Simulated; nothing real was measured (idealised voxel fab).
process module | voxel spacer lines
FYI the section here is cut, 300 nm wide, cells are 5 nm squares.
Cross-sections here: square-cell grids, written as top-down lists of bands, a band being one or more rows of cells.
This entry defines a band. It first specifies the height of the band's top and the height of its bottom in nm, and then specifies the band's materials from left to right, stating each material with its width in nm. The word "throughout" identifies a single material that fills the band from edge to edge, while the word "air" identifies empty space.
A quick word on heights: they are counted from 0, and under that level the wafer as it came to us is one material throughout. The lowest band is different from the rest in having no bottom; it simply continues downward, written as in "0..down".
With a width like "30..40", each row of cells in the band differs from the next by the same amount, the top row carrying the first number and the bottom row the second.
Given "all unchanged" for a step, no cell of the cross-section differs between before and after that step.
Listed in "Closed empty spaces": every empty space of 8 or more cells without an open way to the top. Form: width x height at distance, the distance being from the left edge, all in nm.
Read whatever lies past the settings on a step's line as the simulator's own remark about the step.
"overlay nm" answers the question of how far to the right of plan the mask lay on a step that has a mask, and when it is negative the answer is to the left.

## Process steps foreseen in the plan
1) RECEIVE (material Si)
2) CONFORMAL_DEP (material Al2O3; thk nm 10)
3) DIRECTIONAL_DEP (material polySi; thk nm 15)
4) DIRECTIONAL_DEP (material aC; thk nm 30)
5) PATTERN (tone cover; mask id MANDREL; material resist; width nm 15; pitch nm 50; thk nm 40; overlay nm 0)
6) DIRECTIONAL_ETCH (etch materials aC; depth nm 30)
7) STRIP (etch materials resist)
8) CONFORMAL_DEP (material SiO2; thk nm 10)
9) DIRECTIONAL_ETCH (etch materials SiO2; depth nm 10)
10) STRIP (etch materials aC)
11) DIRECTIONAL_ETCH (etch materials polySi; depth nm 15)
12) STRIP (etch materials SiO2)

## Step 1 complete: cross-section of the wafer as received
  0..down: Si throughout
  Closed empty spaces: none

## Wafer cross-section at module end: first of two, run to plan
  25..10: air: 105, then polySi: 10, then air: 15, then polySi: 10, then air: 15, then polySi: 10, then air: 15, then polySi: 10, then air: 110
  10..0: Al2O3 throughout
  0..down: Si throughout
  Closed empty spaces: none

## The second wafer, shown in cross-section after the module: started the same way as the first and given the same plan, yet one mistake crept into how it was run
  25..10: air: 110, then polySi: 5, then air: 15, then polySi: 5, then air: 25, then polySi: 5, then air: 15, then polySi: 5, then air: 115
  10..0: Al2O3 throughout
  0..down: Si throughout
  Closed empty spaces: none
Nonconformance to the process plan: step 8 did not happen as planned, as run it was CONFORMAL_DEP (material SiO2; thk nm 5)
Looking at both finished wafers in cells, the second ends up ahead of or behind the first on some materials: -12 polySi
